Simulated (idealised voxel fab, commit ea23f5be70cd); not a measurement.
process module | voxel gate over fins
cross-section cut | 260 nm wide | cells 5 nm
A cross-section is a grid of square cells, given in bands from the top down. A band is one or more rows of cells.
Each band's line starts with the height of the band's top and of its bottom, in nm. Then come its materials from left to right, each with its width in nm. One material with "throughout" fills the band from edge to edge. "air" is empty space.
Height 0 is the level under which the wafer as received is all one material. The lowest band goes on downwards, as in "0 down".
A width such as "30 to 40" changes by the same amount from each row of cells to the next, from the band's top row to its bottom row.
"no change" after a step means that no cell of the cross-section changed.
closed voids: empty space of 8 cells or more with no open way to the top, each as width x height at its distance from the left edge, in nm
after a step's settings: what the simulator itself notes on the step
overlay nm, on a step with a mask: how far to the right of its planned place the mask lay; to the left if negative
plan
1 op RECEIVE | material Si
2 op CONFORMAL_DEP | material SiN | thk nm 10
3 op MASKED_ETCH | tone cover | mask id FINS | width nm 15 | pitch nm 45 | etch materials SiN | depth nm 10 | overlay nm 0
4 op MASKED_ETCH | tone cover | mask id FINS | width nm 15 | pitch nm 45 | etch materials Si | depth nm 35 | overlay nm 0
5 op OXIDIZE | depth nm 5
6 op FILL_DEP | material SiO2 | thk nm 15
7 op CMP | height nm 10
8 op SELECTIVE_ETCH | etch materials SiO2 | depth nm 20
9 op STRIP | etch materials SiN
10 op CONFORMAL_DEP | material HfO2 | thk nm 5
11 op CONFORMAL_DEP | material TiN | thk nm 5
12 op CONFORMAL_DEP | material TiAl | thk nm 5
13 op CONFORMAL_DEP | material TiN | thk nm 5
14 op FILL_DEP | material W | thk nm 15
15 op CMP | height nm 30
16 op CONFORMAL_DEP | material SiN | thk nm 10
as received, after step 1
  0 down: Si throughout
  closed voids: none
first wafer at the end, as planned
  40 to 30: SiN throughout
  30 to 20: W throughout
  20 to 15: W 60 | TiN 135 | W 65
  15 to 10: W 60 | TiN 5 | TiAl 35 | TiN 10 | TiAl 35 | TiN 10 | TiAl 35 | TiN 5 | W 65
  10 to 5: TiN 65 | TiAl 5 | TiN 25 | TiAl 5 | TiN 10 | TiAl 5 | TiN 25 | TiAl 5 | TiN 10 | TiAl 5 | TiN 25 | TiAl 5 | TiN 70
  5 to 0: TiAl 70 | TiN 5 | HfO2 15 | TiN 5 | TiAl 20 | TiN 5 | HfO2 15 | TiN 5 | TiAl 20 | TiN 5 | HfO2 15 | TiN 5 | TiAl 75
  0 to -5: TiN 75 | HfO2 5 | Si 5 | HfO2 5 | TiN 30 | HfO2 5 | Si 5 | HfO2 5 | TiN 30 | HfO2 5 | Si 5 | HfO2 5 | TiN 80
  -5 to -10: HfO2 80 | Si 5 | HfO2 40 | Si 5 | HfO2 40 | Si 5 | HfO2 85
  -10 to -40: SiO2 80 | Si 5 | SiO2 40 | Si 5 | SiO2 40 | Si 5 | SiO2 85
  -40 down: Si throughout
  closed voids: none
second wafer at the end: like start, like plan, one mistake
  40 to 30: SiN throughout
  30 to 25: W 50 | TiN 155 | W 55
  25 to 20: W 50 | TiN 5 | TiAl 145 | TiN 5 | W 55
  20 to 15: TiN 55 | TiAl 5 | TiN 135 | TiAl 5 | TiN 60
  15 to 10: TiAl 60 | TiN 135 | TiAl 65
  10 to 5: TiN throughout
  5 to 0: TiN 75 | HfO2 15 | TiN 30 | HfO2 15 | TiN 30 | HfO2 15 | TiN 80
  0 to -5: TiN 75 | HfO2 5 | Si 5 | HfO2 5 | TiN 30 | HfO2 5 | Si 5 | HfO2 5 | TiN 30 | HfO2 5 | Si 5 | HfO2 5 | TiN 80
  -5 to -10: HfO2 80 | Si 5 | HfO2 40 | Si 5 | HfO2 40 | Si 5 | HfO2 85
  -10 to -40: SiO2 80 | Si 5 | SiO2 40 | Si 5 | SiO2 40 | Si 5 | SiO2 85
  -40 down: Si throughout
  closed voids: none
what went wrong: step 11 ran as: op CONFORMAL_DEP | material TiN | thk nm 15
at the end the second wafer has, in cells: 8 fewer of TiAl | 120 more of TiN | 112 fewer of W
